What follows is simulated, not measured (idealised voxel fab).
This section sets out a process module, namely voxel capacitor over wiring.
It is cross-section cut that appears here, measuring 235 nm in width, its square cells being 5 nm in size.
We lay out every cross-section as a grid of square cells and spell it out in bands from the top down, where one band means one or more rows of cells.
Top height, bottom height, nm. Materials left to right, width each, nm. Single material + "everywhere" = fills band edge to edge. "blank" = empty.
Measure heights from 0. That's the level where, below it, the as-received wafer is all one material. The lowest band is bottomless and extends downward; write it as in "from 0 down".
Width: "30->40" (first number = top row, second number = bottom row, same change from row to row of cells).
Where a step carries "everything unchanged", the cross-section came out of it unchanged, cell for cell.
"Enclosed void list" specifies each empty space that is not open to the top and that occupies no fewer than 8 cells, using the form width x height at distance, the distance measured from the left edge and all three quantities in nm.
Text after the settings on a step's line: the simulator's own remark on that step.
You can add "overlay nm" to a step's line. For a step with a mask, it describes how far the mask lay to the right of its planned position, and a negative number describes a lay to the left.
# Intended process steps
| 1 | RECEIVE: material Si |
| 2 | CONFORMAL_DEP: material SiO2, thk nm 10 |
| 3 | CONFORMAL_DEP: material SiCN, thk nm 5 |
| 4 | DIRECTIONAL_DEP: material lowk, thk nm 15 |
| 5 | MASKED_ETCH: tone open, mask id METAL_1, width nm 25, pitch nm 90, etch materials lowk, depth nm 15, overlay nm 0 |
| 6 | MASKED_ETCH: tone open, mask id METAL_1, width nm 25, pitch nm 90, etch materials SiCN, depth nm 5, overlay nm 0 |
| 7 | CONFORMAL_DEP: material TiN, thk nm 5 |
| 8 | FILL_DEP: material Ru, thk nm 5 |
| 9 | CMP: height nm 30 |
| 10 | CONFORMAL_DEP: material SiCN, thk nm 5 |
| 11 | DIRECTIONAL_DEP: material SiO2, thk nm 10 |
| 12 | DIRECTIONAL_DEP: material aC, thk nm 10 |
| 13 | PATTERN: tone open, mask id PLUG_1, material resist, width nm 15, thk nm 25, overlay nm 0 |
| 14 | DIRECTIONAL_ETCH: etch materials aC, depth nm 10 |
| 15 | STRIP: etch materials resist |
| 16 | DIRECTIONAL_ETCH: etch materials SiO2, depth nm 10 |
| 17 | DIRECTIONAL_ETCH: etch materials SiCN, depth nm 5 |
| 18 | STRIP: etch materials aC |
| 19 | EPI: material Ru, thk nm 10 |
| 20 | EPI: material Ru, thk nm 5 |
| 21 | DIRECTIONAL_DEP: material TiN, thk nm 10 |
| 22 | DIRECTIONAL_DEP: material Al2O3, thk nm 5 |
| 23 | DIRECTIONAL_DEP: material TiN, thk nm 5 |
| 24 | MASKED_ETCH: tone cover, mask id UPPER_PLATE, width nm 70, etch materials TiN, depth nm 5, overlay nm 0 |
| 25 | MASKED_ETCH: tone cover, mask id UPPER_PLATE, width nm 70, etch materials Al2O3, depth nm 5, overlay nm 0 |
| 26 | MASKED_ETCH: tone cover, mask id LOWER_PLATE, width nm 80, etch materials TiN, depth nm 10, overlay nm 0 |
| 27 | FILL_DEP: material SiO2, thk nm 20 |
| 28 | CMP: height nm 80 |
| 29 | MASKED_ETCH: tone open, mask id PLUG_2, width nm 15, etch materials SiO2, depth nm 15, overlay nm 0 |
| 30 | CONFORMAL_DEP: material TiN, thk nm 5 |
| 31 | FILL_DEP: material W, thk nm 10 |
| 32 | CMP: height nm 80 |
| 33 | CONFORMAL_DEP: material SiN, thk nm 5 |
# The cross-section here shows the wafer as received, i.e. in its state after step 1
    from 0 down: Si everywhere
    Enclosed void list: none
# End-of-module XS, first of two wafers, run as planned
    from 85 to 80: SiN everywhere
    from 80 to 70: 80 nm SiO2, 5 nm TiN, 5 nm W, 5 nm TiN, 140 nm SiO2
    from 70 to 60: 80->70 nm SiO2, 15->70 nm TiN, 140->95 nm SiO2
    from 60 to 55: 70 nm SiO2, 70 nm Al2O3, 95 nm SiO2
    from 55 to 45: 65 nm SiO2, 80 nm TiN, 90 nm SiO2
    from 45 to 35: 70 nm SiO2, 15 nm Ru, 150 nm SiO2
    from 35 to 30: 70 nm SiCN, 15 nm Ru, 150 nm SiCN
    from 30 to 15: 60 nm lowk, 5 nm TiN, 15 nm Ru, 5 nm TiN, 65 nm lowk, 5 nm TiN, 15 nm Ru, 5 nm TiN, 60 nm lowk
    from 15 to 10: 60 nm SiCN, 25 nm TiN, 65 nm SiCN, 25 nm TiN, 60 nm SiCN
    from 10 to 0: SiO2 everywhere
    from 0 down: Si everywhere
    Enclosed void list: none
# Second of two wafers, module complete, sectioned: it shares the first wafer's start and plan but was run with one mistake
    from 85 to 80: SiN everywhere
    from 80 to 70: 80 nm SiO2, 5 nm TiN, 5 nm W, 5 nm TiN, 140 nm SiO2
    from 70 to 65: 80 nm SiO2, 15 nm TiN, 140 nm SiO2
    from 65 to 60: 65 nm SiO2, 5 nm TiN, 70 nm SiO2, 5 nm TiN, 90 nm SiO2
    from 60 to 55: Al2O3 everywhere
    from 55 to 45: TiN everywhere
    from 45 to 35: 70 nm SiO2, 15 nm Ru, 150 nm SiO2
    from 35 to 30: 70 nm SiCN, 15 nm Ru, 150 nm SiCN
    from 30 to 15: 60 nm lowk, 5 nm TiN, 15 nm Ru, 5 nm TiN, 65 nm lowk, 5 nm TiN, 15 nm Ru, 5 nm TiN, 60 nm lowk
    from 15 to 10: 60 nm SiCN, 25 nm TiN, 65 nm SiCN, 25 nm TiN, 60 nm SiCN
    from 10 to 0: SiO2 everywhere
    from 0 down: Si everywhere
    Enclosed void list: none
Nonconformance to the process plan: so step 24 ended up running with a different setting than we planned, it ran as MASKED_ETCH: tone open, mask id UPPER_PLATE, width nm 70, etch materials TiN, depth nm 5, overlay nm 0
Wrapping up, a cell-based count of both wafers puts the second over or under the first for these materials: Al2O3: 33 more, SiO2: 83 fewer, TiN: 50 more
